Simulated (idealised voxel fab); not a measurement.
Documented hereafter: the process module known as voxel wiring stack.
The cross-section on display is named cut; it measures 245 nm wide, and its cells are 5 nm squares.
Cross-section layout: square cells on a grid; listed as bands, top to bottom; a band spans one or more cell rows. Basically the band line says how high the top is and how high the bottom is, in nm, and then what's in it from left to right, every material with its width in nm. Empty space shows up as "empty", and if a single material carries "all across" it runs the full band edge to edge. Counting heights begins at 0, where everything beneath is, in the wafer as received, one material. The lowest band has no bottom; it goes on downwards, as "0 nm and below" shows. So if you see something like "30 to 40" for the width, read it as the top row of the band sitting at the first number and the bottom row at the second, with every row in between moving by the same amount as the last. For the purposes of this document, the phrase "nothing different" attached to a step denotes that no cell within the cross-section was modified by that step. In the "Closed internal cavities" entry, you get each enclosed empty space of 8 cells or more, one with no open way to the top, written width x height at distance, distance from the left edge, in nm. Anything after a step's settings on that line? It's the simulator's own note about the step. The "overlay nm" setting may appear on a step's line; for a step that uses a mask, it gives how far to the right of its planned position the mask lay, and a negative value indicates the left.

**The following list gives the planned process steps**
1. RECEIVE: material Si
2. CONFORMAL_DEP: material SiO2, thk nm 15
3. DIRECTIONAL_DEP: material TiN, thk nm 5
4. DIRECTIONAL_DEP: material W, thk nm 20
5. DIRECTIONAL_DEP: material aC, thk nm 15
6. PATTERN: tone cover, mask id METAL_1, material resist, width nm 20, pitch nm 50, thk nm 35, overlay nm 0
7. DIRECTIONAL_ETCH: etch materials aC, depth nm 15
8. STRIP: etch materials resist
9. DIRECTIONAL_ETCH: etch materials W, depth nm 20
10. DIRECTIONAL_ETCH: etch materials TiN, depth nm 5
11. STRIP: etch materials aC
12. FILL_DEP: material lowk, thk nm 10
13. CMP: height nm 40
14. CONFORMAL_DEP: material SiCN, thk nm 5
15. DIRECTIONAL_DEP: material SiO2, thk nm 15
16. MASKED_ETCH: tone open, mask id PLUG_1, width nm 15, etch materials SiO2, depth nm 15, overlay nm 0
17. MASKED_ETCH: tone open, mask id PLUG_1, width nm 15, etch materials SiCN, depth nm 5, overlay nm 0
18. EPI: material Ru, thk nm 10
19. EPI: material Ru, thk nm 10
20. DIRECTIONAL_DEP: material TiN, thk nm 5
21. DIRECTIONAL_DEP: material Ru, thk nm 20
22. MASKED_ETCH: tone cover, mask id METAL_2, width nm 20, pitch nm 50, etch materials Ru, depth nm 20, overlay nm 0
23. MASKED_ETCH: tone cover, mask id METAL_2, width nm 20, pitch nm 50, etch materials TiN, depth nm 5, overlay nm 0
24. CONFORMAL_DEP: material SiN, thk nm 5
25. FILL_DEP: material lowk, thk nm 10
26. CMP: height nm 85
27. CONFORMAL_DEP: material SiCN, thk nm 5
28. DIRECTIONAL_DEP: material lowk, thk nm 10
29. DIRECTIONAL_DEP: material aC, thk nm 10
30. PATTERN: tone open, mask id PLUG_2, material resist, width nm 15, thk nm 25, overlay nm 0
31. DIRECTIONAL_ETCH: etch materials aC, depth nm 10
32. STRIP: etch materials resist
33. DIRECTIONAL_ETCH: etch materials lowk, depth nm 10
34. DIRECTIONAL_ETCH: etch materials SiCN, depth nm 5
35. STRIP: etch materials aC
36. CONFORMAL_DEP: material TiN, thk nm 5
37. FILL_DEP: material Cu, thk nm 5
38. CMP: height nm 100
39. CONFORMAL_DEP: material SiN, thk nm 5
40. DIRECTIONAL_DEP: material SiO2, thk nm 15
41. PATTERN: tone open, mask id METAL_3, material resist, width nm 20, pitch nm 50, thk nm 20, overlay nm 0
42. DIRECTIONAL_ETCH: etch materials SiO2, depth nm 15
43. DIRECTIONAL_ETCH: etch materials SiN, depth nm 5
44. STRIP: etch materials resist
45. CONFORMAL_DEP: material TiN, thk nm 5
46. FILL_DEP: material W, thk nm 5
47. CMP: height nm 120
48. EPI: material Ru, thk nm 5
49. FILL_DEP: material SiCN, thk nm 5
50. DIRECTIONAL_DEP: material lowk, thk nm 30
51. MASKED_ETCH: tone open, mask id METAL_4_HOLES, width nm 15, pitch nm 50, etch materials lowk, depth nm 30, overlay nm 0
52. PATTERN: tone open, mask id METAL_4, material resist, width nm 20, pitch nm 50, thk nm 20, overlay nm 0
53. DIRECTIONAL_ETCH: etch materials lowk, depth nm 15
54. DIRECTIONAL_ETCH: etch materials SiCN, depth nm 5
55. STRIP: etch materials resist
56. CONFORMAL_DEP: material TiN, thk nm 5
57. FILL_DEP: material Cu, thk nm 5
58. CMP: height nm 160
59. CONFORMAL_DEP: material SiCN, thk nm 5

**So this is the incoming wafer in cross-section - it's already been through step 1**
- 0 nm and below: Si all across
- Closed internal cavities: none

**Run as planned - first of the two wafers cross-sectioned at the end of the module**
- 165 nm to 160 nm: SiCN all across
- 160 nm to 150 nm: 85 of lowk; 5 of TiN; 10 of Cu; 5 of TiN; 30 of lowk; 5 of TiN; 10 of Cu; 5 of TiN; 90 of lowk
- 150 nm to 145 nm: 85 of lowk; 5 of TiN; 5 of Cu; 10 of TiN; 30 of lowk; 5 of TiN; 5 of Cu; 10 of TiN; 90 of lowk
- 145 nm to 130 nm: 85 of lowk; 5 of TiN; 5 of Cu; 5 of TiN; 35 of lowk; 5 of TiN; 5 of Cu; 5 of TiN; 95 of lowk
- 130 nm to 125 nm: 85 of SiCN; 15 of TiN; 35 of SiCN; 15 of TiN; 95 of SiCN
- 125 nm to 120 nm: 80 of SiCN; 30 of Ru; 20 of SiCN; 30 of Ru; 85 of SiCN
- 120 nm to 105 nm: 85 of SiO2; 5 of TiN; 10 of W; 5 of TiN; 30 of SiO2; 5 of TiN; 10 of W; 5 of TiN; 90 of SiO2
- 105 nm to 100 nm: 85 of SiN; 20 of TiN; 30 of SiN; 20 of TiN; 90 of SiN
- 100 nm to 90 nm: 85 of lowk; 5 of TiN; 5 of Cu; 5 of TiN; 145 of lowk
- 90 nm to 85 nm: 85 of SiCN; 15 of TiN; 145 of SiCN
- 85 nm to 65 nm: 80 of lowk; 5 of SiN; 20 of Ru; 5 of SiN; 20 of lowk; 5 of SiN; 20 of Ru; 5 of SiN; 85 of lowk
- 65 nm to 60 nm: 85 of SiN; 20 of TiN; 30 of SiN; 20 of TiN; 90 of SiN
- 60 nm to 45 nm: 85 of SiO2; 15 of Ru; 145 of SiO2
- 45 nm to 40 nm: 85 of SiCN; 15 of Ru; 145 of SiCN
- 40 nm to 20 nm: 85 of lowk; 20 of W; 30 of lowk; 20 of W; 90 of lowk
- 20 nm to 15 nm: 85 of lowk; 20 of TiN; 30 of lowk; 20 of TiN; 90 of lowk
- 15 nm to 0 nm: SiO2 all across
- 0 nm and below: Si all across
- Closed internal cavities: none

**Second wafer cross-section at end of module - shared start and plan with the first, one mistake in the run**
- 165 nm to 160 nm: SiCN all across
- 160 nm to 150 nm: 85 of lowk; 5 of TiN; 10 of Cu; 5 of TiN; 30 of lowk; 5 of TiN; 10 of Cu; 5 of TiN; 90 of lowk
- 150 nm to 145 nm: 85 of lowk; 5 of TiN; 5 of Cu; 10 of TiN; 30 of lowk; 5 of TiN; 5 of Cu; 10 of TiN; 90 of lowk
- 145 nm to 130 nm: 85 of lowk; 5 of TiN; 5 of Cu; 5 of TiN; 35 of lowk; 5 of TiN; 5 of Cu; 5 of TiN; 95 of lowk
- 130 nm to 125 nm: 85 of SiCN; 15 of TiN; 35 of SiCN; 15 of TiN; 95 of SiCN
- 125 nm to 120 nm: 80 of SiCN; 30 of Ru; 20 of SiCN; 30 of Ru; 85 of SiCN
- 120 nm to 105 nm: 85 of SiO2; 5 of TiN; 10 of W; 5 of TiN; 30 of SiO2; 5 of TiN; 10 of W; 5 of TiN; 90 of SiO2
- 105 nm to 100 nm: 85 of SiN; 20 of TiN; 30 of SiN; 20 of TiN; 90 of SiN
- 100 nm to 90 nm: 85 of lowk; 5 of TiN; 5 of Cu; 5 of TiN; 145 of lowk
- 90 nm to 85 nm: 85 of SiCN; 15 of TiN; 145 of SiCN
- 85 nm to 80 nm: 85 of SiN; 20 of TiN; 30 of SiN; 20 of TiN; 90 of SiN
- 80 nm to 60 nm: Ru all across
- 60 nm to 45 nm: 85 of SiO2; 15 of Ru; 145 of SiO2
- 45 nm to 40 nm: 85 of SiCN; 15 of Ru; 145 of SiCN
- 40 nm to 20 nm: 85 of lowk; 20 of W; 30 of lowk; 20 of W; 90 of lowk
- 20 nm to 15 nm: 85 of lowk; 20 of TiN; 30 of lowk; 20 of TiN; 90 of lowk
- 15 nm to 0 nm: SiO2 all across
- 0 nm and below: Si all across
- Closed internal cavities: none
Processing error: steps 20 and 21 got flipped, so each one ran where the other should have
The closing comparison, in cells, has the second wafer with more or fewer of some materials than the first: Ru: 164 more; SiN: 16 fewer; lowk: 148 fewer
